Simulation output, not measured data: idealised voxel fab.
process module | voxel ribs on slabs
cross-section cut | 250 nm wide | cells 5 nm
A cross-section is a grid of square cells, given in bands from the top down. A band is one or more rows of cells.
Each band's line starts with the height of the band's top and of its bottom, in nm. Then come its materials from left to right, each with its width in nm. One material with "throughout" fills the band from edge to edge. "air" is empty space.
Height 0 is the level under which the wafer as received is all one material. The lowest band goes on downwards, as in "0 down".
A width such as "30 to 40" changes by the same amount from each row of cells to the next, from the band's top row to its bottom row.
"no change" after a step means that no cell of the cross-section changed.
closed voids: empty space of 8 cells or more with no open way to the top, each as width x height at its distance from the left edge, in nm
after a step's settings: what the simulator itself notes on the step
overlay nm, on a step with a mask: how far to the right of its planned place the mask lay; to the left if negative
plan
1 op RECEIVE | material Si
2 op DIRECTIONAL_DEP | material SiO2 | thk nm 20
3 op DIRECTIONAL_DEP | material polySi | thk nm 25
4 op MASKED_ETCH | tone cover | mask id RIB | width nm 20 | etch materials polySi | depth nm 10 | overlay nm 0
5 op PATTERN | tone cover | mask id SLAB | material resist | width nm 70 | thk nm 15 | overlay nm 0
6 op DIRECTIONAL_ETCH | etch materials polySi | depth nm 15
7 op STRIP | etch materials resist
8 op FILL_DEP | material SiO2 | thk nm 20
9 op CMP | height nm 55
10 op DIRECTIONAL_DEP | material W | thk nm 5
11 op DIRECTIONAL_DEP | material aC | thk nm 10
12 op PATTERN | tone cover | mask id HEATER | material resist | width nm 30 | thk nm 25 | overlay nm 0
13 op DIRECTIONAL_ETCH | etch materials aC | depth nm 10
14 op STRIP | etch materials resist
15 op DIRECTIONAL_ETCH | etch materials W | depth nm 5
16 op STRIP | etch materials aC
17 op CONFORMAL_DEP | material SiN | thk nm 5
first wafer, as planned
as received, after step 1
  0 down: Si throughout
  closed voids: none
after step 2
  20 to 0: SiO2 throughout
  below 0: unchanged
after step 3
  45 to 20: polySi throughout
  below 20: unchanged
after step 4
  45 to 35: air 115 | polySi 20 | air 115
  below 35: unchanged
after step 5
  60 to 45: air 90 | resist 70 | air 90
  45 to 35: air 90 | resist 25 | polySi 20 | resist 25 | air 90
  below 35: unchanged
after step 6
  60 to 45: air 90 | resist 70 | air 90
  45 to 35: air 90 | resist 25 | polySi 20 | resist 25 | air 90
  35 to 20: air 90 | polySi 70 | air 90
  below 20: unchanged
after step 7
  45 to 35: air 115 | polySi 20 | air 115
  below 35: unchanged
after step 8
  65 to 45: SiO2 throughout
  45 to 35: SiO2 115 | polySi 20 | SiO2 115
  35 to 20: SiO2 90 | polySi 70 | SiO2 90
  below 20: unchanged
after step 9
  55 to 45: SiO2 throughout
  below 45: unchanged
after step 10
  60 to 55: W throughout
  below 55: unchanged
after step 11
  70 to 60: aC throughout
  below 60: unchanged
after step 12
  95 to 70: air 110 | resist 30 | air 110
  below 70: unchanged
after step 13
  85 to 70: air 110 | resist 30 | air 110
  70 to 60: air 110 | aC 30 | air 110
  below 60: unchanged
after step 14
  70 to 60: air 110 | aC 30 | air 110
  below 60: unchanged
after step 15
  70 to 60: air 110 | aC 30 | air 110
  60 to 55: air 110 | W 30 | air 110
  below 55: unchanged
after step 16
  60 to 55: air 110 | W 30 | air 110
  below 55: unchanged
after step 17
  65 to 60: air 105 | SiN 40 | air 105
  60 to 55: SiN 110 | W 30 | SiN 110
  below 55: unchanged
second wafer: like start, like plan, one mistake. Through step 1 it matches the first wafer
when step 2 should have ended
  10 to 0: SiO2 throughout
  below 0: unchanged
when step 3 should have ended
  35 to 10: polySi throughout
  below 10: unchanged
when step 4 should have ended
  35 to 25: air 115 | polySi 20 | air 115
  below 25: unchanged
when step 5 should have ended
  50 to 35: air 90 | resist 70 | air 90
  35 to 25: air 90 | resist 25 | polySi 20 | resist 25 | air 90
  below 25: unchanged
when step 6 should have ended
  50 to 35: air 90 | resist 70 | air 90
  35 to 25: air 90 | resist 25 | polySi 20 | resist 25 | air 90
  25 to 10: air 90 | polySi 70 | air 90
  below 10: unchanged
when step 7 should have ended
  35 to 25: air 115 | polySi 20 | air 115
  below 25: unchanged
when step 8 should have ended
  55 to 35: SiO2 throughout
  35 to 25: SiO2 115 | polySi 20 | SiO2 115
  25 to 10: SiO2 90 | polySi 70 | SiO2 90
  below 10: unchanged
when step 9 should have ended: no change
when step 10 should have ended
  60 to 55: W throughout
  below 55: unchanged
when step 11 should have ended
  70 to 60: aC throughout
  below 60: unchanged
when step 12 should have ended
  95 to 70: air 110 | resist 30 | air 110
  below 70: unchanged
when step 13 should have ended
  85 to 70: air 110 | resist 30 | air 110
  70 to 60: air 110 | aC 30 | air 110
  below 60: unchanged
when step 14 should have ended
  70 to 60: air 110 | aC 30 | air 110
  below 60: unchanged
when step 15 should have ended
  70 to 60: air 110 | aC 30 | air 110
  60 to 55: air 110 | W 30 | air 110
  below 55: unchanged
when step 16 should have ended
  60 to 55: air 110 | W 30 | air 110
  below 55: unchanged
when step 17 should have ended
  65 to 60: air 105 | SiN 40 | air 105
  60 to 55: SiN 110 | W 30 | SiN 110
  below 55: unchanged
what went wrong: step 2 ran as: op DIRECTIONAL_DEP | material SiO2 | thk nm 10
at the end the second wafer has, in cells: as many of each material as the first, in other places
